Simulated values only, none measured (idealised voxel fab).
process module | voxel self aligned vias
cross-section cut | 260 nm wide | cells 5 nm
A cross-section is a grid of square cells, given in bands from the top down. A band is one or more rows of cells.
Each band's line starts with the height of the band's top and of its bottom, in nm. Then come its materials from left to right, each with its width in nm. One material with "throughout" fills the band from edge to edge. "air" is empty space.
Height 0 is the level under which the wafer as received is all one material. The lowest band goes on downwards, as in "0 down".
A width such as "30 to 40" changes by the same amount from each row of cells to the next, from the band's top row to its bottom row.
"no change" after a step means that no cell of the cross-section changed.
closed voids: empty space of 8 cells or more with no open way to the top, each as width x height at its distance from the left edge, in nm
after a step's settings: what the simulator itself notes on the step
overlay nm, on a step with a mask: how far to the right of its planned place the mask lay; to the left if negative
plan
1 op RECEIVE | material Si
2 op CONFORMAL_DEP | material SiO2 | thk nm 10
3 op CONFORMAL_DEP | material SiCN | thk nm 5
4 op DIRECTIONAL_DEP | material SiO2 | thk nm 30
5 op MASKED_ETCH | tone open | mask id LINES | width nm 20 | pitch nm 55 | etch materials SiO2 | depth nm 30 | overlay nm 0
6 op CONFORMAL_DEP | material TiN | thk nm 5
7 op FILL_DEP | material Ru | thk nm 5
8 op CMP | height nm 45
9 op SELECTIVE_ETCH | etch materials W Ru TiN | depth nm 5
10 op FILL_DEP | material SiN | thk nm 5
11 op CMP | height nm 45
12 op DIRECTIONAL_DEP | material SiO2 | thk nm 15
13 op MASKED_ETCH | tone open | mask id VIAS | width nm 30 | pitch nm 55 | etch materials SiO2 | depth nm 15 | overlay nm 0
14 op MASKED_ETCH | tone open | mask id VIAS | width nm 30 | pitch nm 55 | etch materials SiN | depth nm 5 | overlay nm 0
15 op CONFORMAL_DEP | material TiN | thk nm 5
16 op FILL_DEP | material Cu | thk nm 10
17 op CMP | height nm 60
18 op CONFORMAL_DEP | material SiN | thk nm 5
as received, after step 1
  0 down: Si throughout
  closed voids: none
a wafer at the end: this start, this plan, one mistake
  65 to 60: SiN throughout
  60 to 50: SiO2 60 | TiN 5 | Cu 20 | TiN 5 | SiO2 25 | TiN 5 | Cu 20 | TiN 5 | SiO2 25 | TiN 5 | Cu 20 | TiN 5 | SiO2 60
  50 to 45: SiO2 60 | TiN 10 | Cu 10 | TiN 10 | SiO2 25 | TiN 10 | Cu 10 | TiN 10 | SiO2 25 | TiN 10 | Cu 10 | TiN 10 | SiO2 60
  45 to 40: SiO2 65 | TiN 20 | SiO2 35 | TiN 20 | SiO2 35 | TiN 20 | SiO2 65
  40 to 20: SiO2 65 | TiN 5 | Ru 10 | TiN 5 | SiO2 35 | TiN 5 | Ru 10 | TiN 5 | SiO2 35 | TiN 5 | Ru 10 | TiN 5 | SiO2 65
  20 to 15: SiO2 65 | TiN 20 | SiO2 35 | TiN 20 | SiO2 35 | TiN 20 | SiO2 65
  15 to 5: SiO2 throughout
  5 to 0: SiCN throughout
  0 down: Si throughout
  closed voids: none
what went wrong: steps 2 and 3 were swapped
